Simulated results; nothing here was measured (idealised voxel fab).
Title: Process Module voxel self aligned contacts
Cross-sectional view cut (width: 215 nm; square cell size: 5 nm).
If you're reading a cross-section in this doc, picture square cells in a grid; it comes to you as bands, top ones listed first down to the bottom, and a band can be one or more rows of cells. Read a band's entry like this: the first values are the height of its top and the height of its bottom in nm, and what follows is the sequence of materials from left to right, each with its width in nm. Note that "blank" is empty space, and that a single material marked "everywhere" reaches across the band from edge to edge. Below 0: as-received wafer, all one material; heights counted from there. Lowest band: no bottom, goes on down, written "0 -> down". A width such as "30..40" changes by the same amount from each row of cells to the next, from the band's top row to its bottom row. "remained the same", as given for a step, is the statement that not any cell of the cross-section underwent a change during that step. Look at "Sealed void inventory" for the closed voids: empty spaces with no open path to the top, sized 8 cells or up. Each is width x height at distance, distance from the left edge, all nm. On each step's line, the part that comes after the settings is the simulator's own comment on the step. overlay nm: for a step with a mask, the amount by which the mask lay right of where it was planned; a negative amount means left of it.

### Steps planned for the process
step 1: RECEIVE [material Si]
step 2: OXIDIZE [depth nm 5]
step 3: DIRECTIONAL_DEP [material polySi] [thk nm 30]
step 4: DIRECTIONAL_DEP [material SiN] [thk nm 20]
step 5: DIRECTIONAL_DEP [material aC] [thk nm 10]
step 6: PATTERN [tone cover] [mask id GATE] [material resist] [width nm 25] [pitch nm 60] [thk nm 25] [overlay nm 0]
step 7: DIRECTIONAL_ETCH [etch materials aC] [depth nm 10]
step 8: STRIP [etch materials resist]
step 9: DIRECTIONAL_ETCH [etch materials SiN] [depth nm 20]
step 10: DIRECTIONAL_ETCH [etch materials polySi] [depth nm 30]
step 11: STRIP [etch materials aC]
step 12: CONFORMAL_DEP [material SiN] [thk nm 5]
step 13: DIRECTIONAL_ETCH [etch materials SiN] [depth nm 5]
step 14: FILL_DEP [material SiO2] [thk nm 10]
step 15: CMP [height nm 55]
step 16: PATTERN [tone open] [mask id CONTACT] [material resist] [width nm 35] [thk nm 15] [overlay nm 0]
step 17: DIRECTIONAL_ETCH [etch materials SiO2] [depth nm 60]
step 18: STRIP [etch materials resist]
step 19: CONFORMAL_DEP [material TiN] [thk nm 5]
step 20: FILL_DEP [material Ru] [thk nm 10]
step 21: CMP [height nm 55]
step 22: CONFORMAL_DEP [material SiN] [thk nm 5]
Heads up: all these wafers start the same, and what changes between them is the width nm in step 16. The value you see in the plan is just what the first wafer got.

### After step 1, as received: first of several wafers, cross-section
* 0 -> down  Si everywhere
* Sealed void inventory: none

### Here is the cross-section of the first of several wafers at the end of the module, after its last step, step 22
* 60 -> 55  SiN everywhere
* 55 -> 50  SiO2 (90) / TiN (10) / Ru (15) / TiN (10) / SiO2 (90)
* 50 -> 30  SiO2 (60) / SiN (35) / TiN (5) / Ru (15) / TiN (5) / SiN (35) / SiO2 (60)
* 30 -> 0  SiO2 (60) / SiN (5) / polySi (25) / SiN (5) / TiN (5) / Ru (15) / TiN (5) / SiN (5) / polySi (25) / SiN (5) / SiO2 (60)
* 0 -> -5  SiO2 (95) / TiN (25) / SiO2 (95)
* -5 -> down  Si everywhere
* Sealed void inventory: none

### Cross-section at module completion, last wafer
* 60 -> 55  SiN everywhere
* 55 -> 50  SiO2 (80) / TiN (20) / Ru (15) / TiN (25) / SiO2 (75)
* 50 -> 30  SiO2 (60) / SiN (35) / TiN (5) / Ru (15) / TiN (5) / SiN (35) / SiO2 (60)
* 30 -> 0  SiO2 (60) / SiN (5) / polySi (25) / SiN (5) / TiN (5) / Ru (15) / TiN (5) / SiN (5) / polySi (25) / SiN (5) / SiO2 (60)
* 0 -> -5  SiO2 (95) / TiN (25) / SiO2 (95)
* -5 -> down  Si everywhere
* Sealed void inventory: none

### Quick key for the table: a row per wafer, taken at the end of the module. For each material it tells you how many cells the wafer gained (+) or lost (-) since it came in, and the closed voids come after
width nm 35, +33 Ru, -43 Si, +123 SiN, +314 SiO2, +29 TiN, +60 polySi, Sealed void inventory: none
width nm 40, +33 Ru, -43 Si, +123 SiN, +313 SiO2, +30 TiN, +60 polySi, Sealed void inventory: none
width nm 45, +33 Ru, -43 Si, +123 SiN, +312 SiO2, +31 TiN, +60 polySi, Sealed void inventory: none
width nm 50, +33 Ru, -43 Si, +123 SiN, +311 SiO2, +32 TiN, +60 polySi, Sealed void inventory: none
width nm 55, +33 Ru, -43 Si, +123 SiN, +310 SiO2, +33 TiN, +60 polySi, Sealed void inventory: none
width nm 60, +33 Ru, -43 Si, +123 SiN, +309 SiO2, +34 TiN, +60 polySi, Sealed void inventory: none
